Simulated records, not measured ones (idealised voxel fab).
process module | voxel self aligned contacts
cross-section cut | 295 nm wide | cells 5 nm
A cross-section is a grid of square cells, given in bands from the top down. A band is one or more rows of cells.
Each band's line starts with the height of the band's top and of its bottom, in nm. Then come its materials from left to right, each with its width in nm. One material with "throughout" fills the band from edge to edge. "air" is empty space.
Height 0 is the level under which the wafer as received is all one material. The lowest band goes on downwards, as in "0 down".
A width such as "30 to 40" changes by the same amount from each row of cells to the next, from the band's top row to its bottom row.
"no change" after a step means that no cell of the cross-section changed.
closed voids: empty space of 8 cells or more with no open way to the top, each as width x height at its distance from the left edge, in nm
after a step's settings: what the simulator itself notes on the step
overlay nm, on a step with a mask: how far to the right of its planned place the mask lay; to the left if negative
plan
1 op RECEIVE | material Si
2 op CONFORMAL_DEP | material SiO2 | thk nm 5
3 op DIRECTIONAL_DEP | material polySi | thk nm 25
4 op DIRECTIONAL_DEP | material SiN | thk nm 20
5 op PATTERN | tone cover | mask id GATE | material resist | width nm 30 | pitch nm 75 | thk nm 15 | overlay nm 0
6 op DIRECTIONAL_ETCH | etch materials SiN | depth nm 20
7 op DIRECTIONAL_ETCH | etch materials polySi | depth nm 25
8 op STRIP | etch materials resist
9 op CONFORMAL_DEP | material SiN | thk nm 10
10 op DIRECTIONAL_ETCH | etch materials SiN | depth nm 10
11 op FILL_DEP | material SiO2 | thk nm 15
12 op CMP | height nm 55
13 op MASKED_ETCH | tone open | mask id CONTACT | width nm 55 | etch materials SiO2 | depth nm 55 | overlay nm 0
14 op CONFORMAL_DEP | material TiN | thk nm 5
15 op FILL_DEP | material Ru | thk nm 5
16 op CMP | height nm 55
17 op CONFORMAL_DEP | material SiN | thk nm 5
first wafer, as planned
as received, after step 1
  0 down: Si throughout
  closed voids: none
after step 2
  5 to 0: SiO2 throughout
  below 0: unchanged
after step 3
  30 to 5: polySi throughout
  below 5: unchanged
after step 4
  50 to 30: SiN throughout
  below 30: unchanged
after step 5
  65 to 50: air 95 | resist 30 | air 45 | resist 30 | air 95
  below 50: unchanged
after step 6
  65 to 50: air 95 | resist 30 | air 45 | resist 30 | air 95
  50 to 30: air 95 | SiN 30 | air 45 | SiN 30 | air 95
  below 30: unchanged
after step 7
  65 to 50: air 95 | resist 30 | air 45 | resist 30 | air 95
  50 to 30: air 95 | SiN 30 | air 45 | SiN 30 | air 95
  30 to 5: air 95 | polySi 30 | air 45 | polySi 30 | air 95
  below 5: unchanged
after step 8
  50 to 30: air 95 | SiN 30 | air 45 | SiN 30 | air 95
  below 30: unchanged
after step 9
  60 to 30: air 85 | SiN 50 | air 25 | SiN 50 | air 85
  30 to 15: air 85 | SiN 10 | polySi 30 | SiN 10 | air 25 | SiN 10 | polySi 30 | SiN 10 | air 85
  15 to 5: SiN 95 | polySi 30 | SiN 45 | polySi 30 | SiN 95
  below 5: unchanged
after step 10
  50 to 30: air 85 | SiN 50 | air 25 | SiN 50 | air 85
  30 to 5: air 85 | SiN 10 | polySi 30 | SiN 10 | air 25 | SiN 10 | polySi 30 | SiN 10 | air 85
  below 5: unchanged
after step 11
  65 to 50: SiO2 throughout
  50 to 30: SiO2 85 | SiN 50 | SiO2 25 | SiN 50 | SiO2 85
  30 to 5: SiO2 85 | SiN 10 | polySi 30 | SiN 10 | SiO2 25 | SiN 10 | polySi 30 | SiN 10 | SiO2 85
  below 5: unchanged
after step 12
  55 to 50: SiO2 throughout
  below 50: unchanged
after step 13
  55 to 50: SiO2 120 | air 55 | SiO2 120
  50 to 30: SiO2 85 | SiN 50 | air 25 | SiN 50 | SiO2 85
  30 to 5: SiO2 85 | SiN 10 | polySi 30 | SiN 10 | air 25 | SiN 10 | polySi 30 | SiN 10 | SiO2 85
  5 to 0: SiO2 135 | air 25 | SiO2 135
  below 0: unchanged
after step 14
  60 to 55: TiN 125 | air 45 | TiN 125
  55 to 50: SiO2 120 | TiN 20 | air 15 | TiN 20 | SiO2 120
  50 to 30: SiO2 85 | SiN 50 | TiN 5 | air 15 | TiN 5 | SiN 50 | SiO2 85
  30 to 5: SiO2 85 | SiN 10 | polySi 30 | SiN 10 | TiN 5 | air 15 | TiN 5 | SiN 10 | polySi 30 | SiN 10 | SiO2 85
  5 to 0: SiO2 135 | TiN 25 | SiO2 135
  below 0: unchanged
after step 15
  65 to 60: Ru throughout
  60 to 55: TiN 125 | Ru 45 | TiN 125
  55 to 50: SiO2 120 | TiN 20 | Ru 15 | TiN 20 | SiO2 120
  50 to 30: SiO2 85 | SiN 50 | TiN 5 | Ru 15 | TiN 5 | SiN 50 | SiO2 85
  30 to 5: SiO2 85 | SiN 10 | polySi 30 | SiN 10 | TiN 5 | Ru 15 | TiN 5 | SiN 10 | polySi 30 | SiN 10 | SiO2 85
  below 5: unchanged
after step 16
  55 to 50: SiO2 120 | TiN 20 | Ru 15 | TiN 20 | SiO2 120
  below 50: unchanged
after step 17
  60 to 55: SiN throughout
  below 55: unchanged
second wafer: like start, like plan, one mistake. Through step 8 it matches the first wafer
when step 9 should have ended
  40 to 30: air 95 | SiN 30 | air 45 | SiN 30 | air 95
  below 30: unchanged
when step 10 should have ended
  50 to 30: air 85 | SiN 50 | air 25 | SiN 50 | air 85
  30 to 15: air 85 | SiN 10 | polySi 30 | SiN 10 | air 25 | SiN 10 | polySi 30 | SiN 10 | air 85
  15 to 5: SiN 95 | polySi 30 | SiN 45 | polySi 30 | SiN 95
  below 5: unchanged
when step 11 should have ended
  65 to 50: SiO2 throughout
  50 to 30: SiO2 85 | SiN 50 | SiO2 25 | SiN 50 | SiO2 85
  30 to 15: SiO2 85 | SiN 10 | polySi 30 | SiN 10 | SiO2 25 | SiN 10 | polySi 30 | SiN 10 | SiO2 85
  below 15: unchanged
when step 12 should have ended
  55 to 50: SiO2 throughout
  below 50: unchanged
when step 13 should have ended
  55 to 50: SiO2 120 | air 55 | SiO2 120
  50 to 30: SiO2 85 | SiN 50 | air 25 | SiN 50 | SiO2 85
  30 to 15: SiO2 85 | SiN 10 | polySi 30 | SiN 10 | air 25 | SiN 10 | polySi 30 | SiN 10 | SiO2 85
  below 15: unchanged
when step 14 should have ended
  60 to 55: TiN 125 | air 45 | TiN 125
  55 to 50: SiO2 120 | TiN 20 | air 15 | TiN 20 | SiO2 120
  50 to 30: SiO2 85 | SiN 50 | TiN 5 | air 15 | TiN 5 | SiN 50 | SiO2 85
  30 to 20: SiO2 85 | SiN 10 | polySi 30 | SiN 10 | TiN 5 | air 15 | TiN 5 | SiN 10 | polySi 30 | SiN 10 | SiO2 85
  20 to 15: SiO2 85 | SiN 10 | polySi 30 | SiN 10 | TiN 25 | SiN 10 | polySi 30 | SiN 10 | SiO2 85
  below 15: unchanged
when step 15 should have ended
  65 to 60: Ru throughout
  60 to 55: TiN 125 | Ru 45 | TiN 125
  55 to 50: SiO2 120 | TiN 20 | Ru 15 | TiN 20 | SiO2 120
  50 to 30: SiO2 85 | SiN 50 | TiN 5 | Ru 15 | TiN 5 | SiN 50 | SiO2 85
  30 to 20: SiO2 85 | SiN 10 | polySi 30 | SiN 10 | TiN 5 | Ru 15 | TiN 5 | SiN 10 | polySi 30 | SiN 10 | SiO2 85
  below 20: unchanged
when step 16 should have ended
  55 to 50: SiO2 120 | TiN 20 | Ru 15 | TiN 20 | SiO2 120
  below 50: unchanged
when step 17 should have ended
  60 to 55: SiN throughout
  below 55: unchanged
what went wrong: steps 9 and 10 were swapped
at the end the second wafer has, in cells: 9 fewer of Ru | 78 more of SiN | 63 fewer of SiO2 | 6 fewer of TiN
